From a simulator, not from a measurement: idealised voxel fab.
Title: Process Module voxel fin reveal
Pictured: cross-section cut, 210 nm wide, on a grid of 5 nm square cells.
Cross-section spec: square-cell grid; bands listed top down; each band is one or more rows.
Read a band's entry like this: the first values are the height of its top and the height of its bottom in nm, and what follows is the sequence of materials from left to right, each with its width in nm. Note that "air" is empty space, and that a single material marked "all across" reaches across the band from edge to edge.
Note: height 0 marks the level under which the wafer is uniformly one material as received. Lowest band unbounded below, written "z 0 and below".
Note: "30..40" means the width goes from the first number (top row of the band) to the second number (bottom row) in equal steps per row of cells.
"nothing was modified" for a step: no cell of the cross-section changed in that step.
"Unvented internal voids" means: voids of 8 cells or more that are shut off from the top with no open way through. Written width x height at distance, distance from the left edge, in nm.
Formally, on a step line, whatever follows the settings is a remark that the simulator itself makes on the step.
overlay nm: right-of-plan distance of the mask on a masked step; negative values mean left-of-plan.

Process steps - plan
1 RECEIVE | material Si
2 CONFORMAL_DEP | material SiN | thk nm 5
3 PATTERN | tone cover | mask id FINS | material resist | width nm 15 | pitch nm 45 | thk nm 15 | overlay nm 0
4 DIRECTIONAL_ETCH | etch materials SiN | depth nm 5
5 DIRECTIONAL_ETCH | etch materials Si | depth nm 35
6 STRIP | etch materials resist
7 FILL_DEP | material SiO2 | thk nm 15
8 CMP | height nm 5
9 SELECTIVE_ETCH | etch materials SiO2 | depth nm 30
10 STRIP | etch materials SiN
11 CONFORMAL_DEP | material HfO2 | thk nm 5

First out of two wafers; run went to plan

Here's what the wafer looked like in cross-section when it arrived - that's after step 1
> z 0 and below  Si all across
> Unvented internal voids: none

So this is the wafer cross-section right after step 2
> z 5 to 0  SiN all across
> All layers under 0 are left as they were.

So this is the wafer cross-section right after step 3
> z 20 to 5  air (50) / resist (15) / air (30) / resist (15) / air (30) / resist (15) / air (55)
> All layers under 5 are left as they were.

So this is the wafer cross-section right after step 4
> z 20 to 5  air (50) / resist (15) / air (30) / resist (15) / air (30) / resist (15) / air (55)
> z 5 to 0  air (50) / SiN (15) / air (30) / SiN (15) / air (30) / SiN (15) / air (55)
> All layers under 0 are left as they were.

So this is the wafer cross-section right after step 5
> z 20 to 5  air (50) / resist (15) / air (30) / resist (15) / air (30) / resist (15) / air (55)
> z 5 to 0  air (50) / SiN (15) / air (30) / SiN (15) / air (30) / SiN (15) / air (55)
> z 0 to -35  air (50) / Si (15) / air (30) / Si (15) / air (30) / Si (15) / air (55)
> All layers under -35 are left as they were.

So this is the wafer cross-section right after step 6
> z 5 to 0  air (50) / SiN (15) / air (30) / SiN (15) / air (30) / SiN (15) / air (55)
> All layers under 0 are left as they were.

So this is the wafer cross-section right after step 7
> z 20 to 5  SiO2 all across
> z 5 to 0  SiO2 (50) / SiN (15) / SiO2 (30) / SiN (15) / SiO2 (30) / SiN (15) / SiO2 (55)
> z 0 to -35  SiO2 (50) / Si (15) / SiO2 (30) / Si (15) / SiO2 (30) / Si (15) / SiO2 (55)
> All layers under -35 are left as they were.

So this is the wafer cross-section right after step 8
> z 5 to 0  SiO2 (50) / SiN (15) / SiO2 (30) / SiN (15) / SiO2 (30) / SiN (15) / SiO2 (55)
> All layers under 0 are left as they were.

So this is the wafer cross-section right after step 9
> z 5 to 0  air (50) / SiN (15) / air (30) / SiN (15) / air (30) / SiN (15) / air (55)
> z 0 to -25  air (50) / Si (15) / air (30) / Si (15) / air (30) / Si (15) / air (55)
> All layers under -25 are left as they were.

So this is the wafer cross-section right after step 10
> z 0 to -25  air (50) / Si (15) / air (30) / Si (15) / air (30) / Si (15) / air (55)
> All layers under -25 are left as they were.

So this is the wafer cross-section right after step 11
> z 5 to 0  air (45) / HfO2 (25) / air (20) / HfO2 (25) / air (20) / HfO2 (25) / air (50)
> z 0 to -20  air (45) / HfO2 (5) / Si (15) / HfO2 (5) / air (20) / HfO2 (5) / Si (15) / HfO2 (5) / air (20) / HfO2 (5) / Si (15) / HfO2 (5) / air (50)
> z -20 to -25  HfO2 (50) / Si (15) / HfO2 (30) / Si (15) / HfO2 (30) / Si (15) / HfO2 (55)
> All layers under -25 are left as they were.

Wafer two. Identical start, identical plan. One mistake in execution. Identical history through step 4

Cross-section of the second wafer at the time by which step 5 should have been completed according to the plan
> z 20 to 5  air (50) / resist (15) / air (30) / resist (15) / air (30) / resist (15) / air (55)
> z 5 to 0  air (50) / SiN (15) / air (30) / SiN (15) / air (30) / SiN (15) / air (55)
> z 0 to -70  air (50) / Si (15) / air (30) / Si (15) / air (30) / Si (15) / air (55)
> All layers under -70 are left as they were.

Cross-section of the second wafer at the time by which step 6 should have been completed according to the plan
> z 5 to 0  air (50) / SiN (15) / air (30) / SiN (15) / air (30) / SiN (15) / air (55)
> All layers under 0 are left as they were.

Cross-section of the second wafer at the time by which step 7 should have been completed according to the plan
> z 20 to 5  SiO2 all across
> z 5 to 0  SiO2 (50) / SiN (15) / SiO2 (30) / SiN (15) / SiO2 (30) / SiN (15) / SiO2 (55)
> z 0 to -70  SiO2 (50) / Si (15) / SiO2 (30) / Si (15) / SiO2 (30) / Si (15) / SiO2 (55)
> All layers under -70 are left as they were.

Cross-section of the second wafer at the time by which step 8 should have been completed according to the plan
> z 5 to 0  SiO2 (50) / SiN (15) / SiO2 (30) / SiN (15) / SiO2 (30) / SiN (15) / SiO2 (55)
> All layers under 0 are left as they were.

Cross-section of the second wafer at the time by which step 9 should have been completed according to the plan
> z 5 to 0  air (50) / SiN (15) / air (30) / SiN (15) / air (30) / SiN (15) / air (55)
> z 0 to -25  air (50) / Si (15) / air (30) / Si (15) / air (30) / Si (15) / air (55)
> All layers under -25 are left as they were.

Cross-section of the second wafer at the time by which step 10 should have been completed according to the plan
> z 0 to -25  air (50) / Si (15) / air (30) / Si (15) / air (30) / Si (15) / air (55)
> All layers under -25 are left as they were.

Cross-section of the second wafer at the time by which step 11 should have been completed according to the plan
> z 5 to 0  air (45) / HfO2 (25) / air (20) / HfO2 (25) / air (20) / HfO2 (25) / air (50)
> z 0 to -20  air (45) / HfO2 (5) / Si (15) / HfO2 (5) / air (20) / HfO2 (5) / Si (15) / HfO2 (5) / air (20) / HfO2 (5) / Si (15) / HfO2 (5) / air (50)
> z -20 to -25  HfO2 (50) / Si (15) / HfO2 (30) / Si (15) / HfO2 (30) / Si (15) / HfO2 (55)
> All layers under -25 are left as they were.
Misprocessing identified: step 5 in the plan was executed twice
In the final state, the cell counts of the second wafer exceed or fall short of those of the first for the following materials: 231 fewer of Si | 231 more of SiO2
